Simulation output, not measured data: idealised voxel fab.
voxel transistor to metal: a process module
The cross-section on display is named cut; it measures 215 nm wide, and its cells are 5 nm squares.
Format of a cross-section: grid, square cells. Given as bands. Order: top down. Band: one or more rows of cells. For a band, the entry starts with two heights in nm, that of the top and then that of the bottom, and carries on with the band's materials in order from left to right, each alongside its width in nm; the word "edge to edge" beside a single material means it fills the band edge to edge, and "air" means empty space. Height is counted from the level 0, under which the received wafer is composed throughout of one material. The lowest of the bands is not closed at the bottom but continues downward, in the notation "z 0 and below". The width entry "30 to 40" should be interpreted row by row: the top row of cells in the band takes the first number, the bottom row takes the second number, and the change between adjacent rows is uniform throughout. "no modifications" for a step: no cell of the cross-section changed in that step. So "Closed cavity list" is basically the list of trapped voids: any empty space of 8 cells or more that can't reach the top through an opening. They're written width x height at distance, the distance being from the left edge, and it's all nm. Read whatever lies past the settings on a step's line as the simulator's own remark about the step. overlay nm, on a step with a mask: how far to the right of its planned place the mask lay; to the left if negative.

### Here's what the planned process steps look like
1: RECEIVE,material Si
2: CONFORMAL_DEP,material SiO2,thk nm 5
3: CONFORMAL_DEP,material SiN,thk nm 15
4: PATTERN,tone cover,mask id ACTIVE,material resist,width nm 95,thk nm 20,overlay nm 0
5: DIRECTIONAL_ETCH,etch materials SiN,depth nm 15
6: DIRECTIONAL_ETCH,etch materials SiO2,depth nm 5
7: DIRECTIONAL_ETCH,etch materials Si,depth nm 30
8: STRIP,etch materials resist
9: FILL_DEP,material SiO2,thk nm 10
10: CMP,height nm 20
11: SELECTIVE_ETCH,etch materials SiO2,depth nm 10
12: STRIP,etch materials SiN
13: SELECTIVE_ETCH,etch materials SiO2,depth nm 5
14: OXIDIZE,depth nm 5
15: DIRECTIONAL_DEP,material polySi,thk nm 20
16: DIRECTIONAL_DEP,material SiCN,thk nm 10
17: DIRECTIONAL_DEP,material aC,thk nm 15
18: PATTERN,tone cover,mask id GATE,material resist,width nm 25,thk nm 35,overlay nm 0
19: DIRECTIONAL_ETCH,etch materials aC,depth nm 15
20: STRIP,etch materials resist
21: DIRECTIONAL_ETCH,etch materials SiCN,depth nm 20
22: DIRECTIONAL_ETCH,etch materials polySi,depth nm 30
23: STRIP,etch materials aC
24: CONFORMAL_DEP,material SiN,thk nm 5
25: DIRECTIONAL_ETCH,etch materials SiN,depth nm 5
26: DIRECTIONAL_ETCH,etch materials SiO2,depth nm 5
27: EPI,material nSi,thk nm 5
28: FILL_DEP,material SiO2,thk nm 10
29: CMP,height nm 30
30: DIRECTIONAL_DEP,material SiO2,thk nm 10
31: MASKED_ETCH,tone open,mask id CONTACT,width nm 15,pitch nm 70,etch materials SiO2,depth nm 40,overlay nm 0
32: CONFORMAL_DEP,material TiN,thk nm 5
33: FILL_DEP,material Ru,thk nm 5
34: CMP,height nm 40
35: DIRECTIONAL_DEP,material TiN,thk nm 5
36: DIRECTIONAL_DEP,material W,thk nm 20
37: MASKED_ETCH,tone cover,mask id METAL_1,width nm 15,pitch nm 70,etch materials W,depth nm 20,overlay nm 0
38: MASKED_ETCH,tone cover,mask id METAL_1,width nm 15,pitch nm 70,etch materials TiN,depth nm 5,overlay nm 0
39: FILL_DEP,material SiO2,thk nm 5
40: CMP,height nm 65
41: CONFORMAL_DEP,material SiN,thk nm 5

### Wafer as received: cross-section following step 1
* z 0 and below  Si edge to edge
* Closed cavity list: none

### Cross-sectional image of the first of two wafers at the end of the module, the run having proceeded as planned
* z 70 to 65  SiN edge to edge
* z 65 to 45  SiO2 65, then W 15, then SiO2 55, then W 15, then SiO2 65
* z 45 to 40  SiO2 65, then TiN 15, then SiO2 55, then TiN 15, then SiO2 65
* z 40 to 30  SiO2 65, then TiN 5, then Ru 5, then TiN 5, then SiO2 55, then TiN 5, then Ru 5, then TiN 5, then SiO2 65
* z 30 to 20  SiO2 65, then TiN 5, then Ru 5, then TiN 5, then SiO2 10, then SiN 5, then SiCN 25, then SiN 5, then SiO2 10, then TiN 5, then Ru 5, then TiN 5, then SiO2 65
* z 20 to 5  SiO2 65, then TiN 5, then Ru 5, then TiN 5, then SiO2 10, then SiN 5, then polySi 25, then SiN 5, then SiO2 10, then TiN 5, then Ru 5, then TiN 5, then SiO2 65
* z 5 to 0  SiO2 55, then SiN 5, then SiO2 5, then TiN 15, then SiO2 10, then SiN 5, then polySi 25, then SiN 5, then SiO2 10, then TiN 15, then SiO2 5, then SiN 5, then SiO2 55
* z 0 to -5  SiO2 60, then nSi 30, then SiO2 35, then nSi 30, then SiO2 60
* z -5 to -30  SiO2 60, then Si 95, then SiO2 60
* z -30 and below  Si edge to edge
* Closed cavity list: none

### Wafer two cross-section, module end. Start and plan unchanged from wafer one; one mistake made during the run
* z 70 to 65  SiN edge to edge
* z 65 to 45  SiO2 55, then W 15, then SiO2 55, then W 15, then SiO2 75
* z 45 to 40  SiO2 55, then TiN 25, then SiO2 45, then TiN 25, then SiO2 65
* z 40 to 30  SiO2 65, then TiN 5, then Ru 5, then TiN 5, then SiO2 55, then TiN 5, then Ru 5, then TiN 5, then SiO2 65
* z 30 to 20  SiO2 65, then TiN 5, then Ru 5, then TiN 5, then SiO2 10, then SiN 5, then SiCN 25, then SiN 5, then SiO2 10, then TiN 5, then Ru 5, then TiN 5, then SiO2 65
* z 20 to 5  SiO2 65, then TiN 5, then Ru 5, then TiN 5, then SiO2 10, then SiN 5, then polySi 25, then SiN 5, then SiO2 10, then TiN 5, then Ru 5, then TiN 5, then SiO2 65
* z 5 to 0  SiO2 55, then SiN 5, then SiO2 5, then TiN 15, then SiO2 10, then SiN 5, then polySi 25, then SiN 5, then SiO2 10, then TiN 15, then SiO2 5, then SiN 5, then SiO2 55
* z 0 to -5  SiO2 60, then nSi 30, then SiO2 35, then nSi 30, then SiO2 60
* z -5 to -30  SiO2 60, then Si 95, then SiO2 60
* z -30 and below  Si edge to edge
* Closed cavity list: none
Which mistake was made when the wafer was run? step 37 did not use the planned setting and instead ran as MASKED_ETCH,tone cover,mask id METAL_1,width nm 15,pitch nm 70,etch materials W,depth nm 20,overlay nm -10
Count the cells at the end and the second wafer has more or fewer of some materials than the first: SiO2 -4, TiN +4
